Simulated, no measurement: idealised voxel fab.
process module | voxel fin reveal
cross-section cut | 200 nm wide | cells 5 nm
A cross-section is a grid of square cells, given in bands from the top down. A band is one or more rows of cells.
Each band's line starts with the height of the band's top and of its bottom, in nm. Then come its materials from left to right, each with its width in nm. One material with "throughout" fills the band from edge to edge. "air" is empty space.
Height 0 is the level under which the wafer as received is all one material. The lowest band goes on downwards, as in "0 down".
A width such as "30 to 40" changes by the same amount from each row of cells to the next, from the band's top row to its bottom row.
"no change" after a step means that no cell of the cross-section changed.
closed voids: empty space of 8 cells or more with no open way to the top, each as width x height at its distance from the left edge, in nm
after a step's settings: what the simulator itself notes on the step
overlay nm, on a step with a mask: how far to the right of its planned place the mask lay; to the left if negative
plan
1 op RECEIVE | material Si
2 op CONFORMAL_DEP | material SiN | thk nm 5
3 op MASKED_ETCH | tone cover | mask id FINS | width nm 15 | pitch nm 40 | etch materials SiN | depth nm 5 | overlay nm 0
4 op MASKED_ETCH | tone cover | mask id FINS | width nm 15 | pitch nm 40 | etch materials Si | depth nm 40 | overlay nm 0
5 op OXIDIZE | depth nm 5
6 op FILL_DEP | material SiO2 | thk nm 5
7 op CMP | height nm 5
8 op SELECTIVE_ETCH | etch materials SiO2 | depth nm 20
9 op STRIP | etch materials SiN
first wafer, as planned
as received, after step 1
  0 down: Si throughout
  closed voids: none
after step 2
  5 to 0: SiN throughout
  below 0: unchanged
after step 3
  5 to 0: air 50 | SiN 15 | air 25 | SiN 15 | air 25 | SiN 15 | air 55
  below 0: unchanged
after step 4
  5 to 0: air 50 | SiN 15 | air 25 | SiN 15 | air 25 | SiN 15 | air 55
  0 to -40: air 50 | Si 15 | air 25 | Si 15 | air 25 | Si 15 | air 55
  below -40: unchanged
after step 5
  5 to 0: air 50 | SiN 15 | air 25 | SiN 15 | air 25 | SiN 15 | air 55
  0 to -40: air 50 | SiO2 5 | Si 5 | SiO2 5 | air 25 | SiO2 5 | Si 5 | SiO2 5 | air 25 | SiO2 5 | Si 5 | SiO2 5 | air 55
  -40 to -45: SiO2 55 | Si 5 | SiO2 35 | Si 5 | SiO2 35 | Si 5 | SiO2 60
  below -45: unchanged
after step 6
  10 to 5: SiO2 throughout
  5 to 0: SiO2 50 | SiN 15 | SiO2 25 | SiN 15 | SiO2 25 | SiN 15 | SiO2 55
  0 to -45: SiO2 55 | Si 5 | SiO2 35 | Si 5 | SiO2 35 | Si 5 | SiO2 60
  below -45: unchanged
after step 7
  5 to 0: SiO2 50 | SiN 15 | SiO2 25 | SiN 15 | SiO2 25 | SiN 15 | SiO2 55
  below 0: unchanged
after step 8
  5 to 0: air 50 | SiN 15 | air 25 | SiN 15 | air 25 | SiN 15 | air 55
  0 to -15: air 55 | Si 5 | air 35 | Si 5 | air 35 | Si 5 | air 60
  below -15: unchanged
after step 9
  0 to -15: air 55 | Si 5 | air 35 | Si 5 | air 35 | Si 5 | air 60
  below -15: unchanged
second wafer: like start, like plan, one mistake. Through step 5 it matches the first wafer
when step 6 should have ended
  10 to 0: SiN throughout
  0 to -40: SiN 50 | SiO2 5 | Si 5 | SiO2 5 | SiN 25 | SiO2 5 | Si 5 | SiO2 5 | SiN 25 | SiO2 5 | Si 5 | SiO2 5 | SiN 55
  below -40: unchanged
when step 7 should have ended
  5 to 0: SiN throughout
  below 0: unchanged
when step 8 should have ended: no change
when step 9 should have ended
  0 to -40: air 50 | SiO2 5 | Si 5 | SiO2 5 | air 25 | SiO2 5 | Si 5 | SiO2 5 | air 25 | SiO2 5 | Si 5 | SiO2 5 | air 55
  below -40: unchanged
what went wrong: step 6 ran as: op FILL_DEP | material SiN | thk nm 5
at the end the second wafer has, in cells: 137 fewer of SiO2
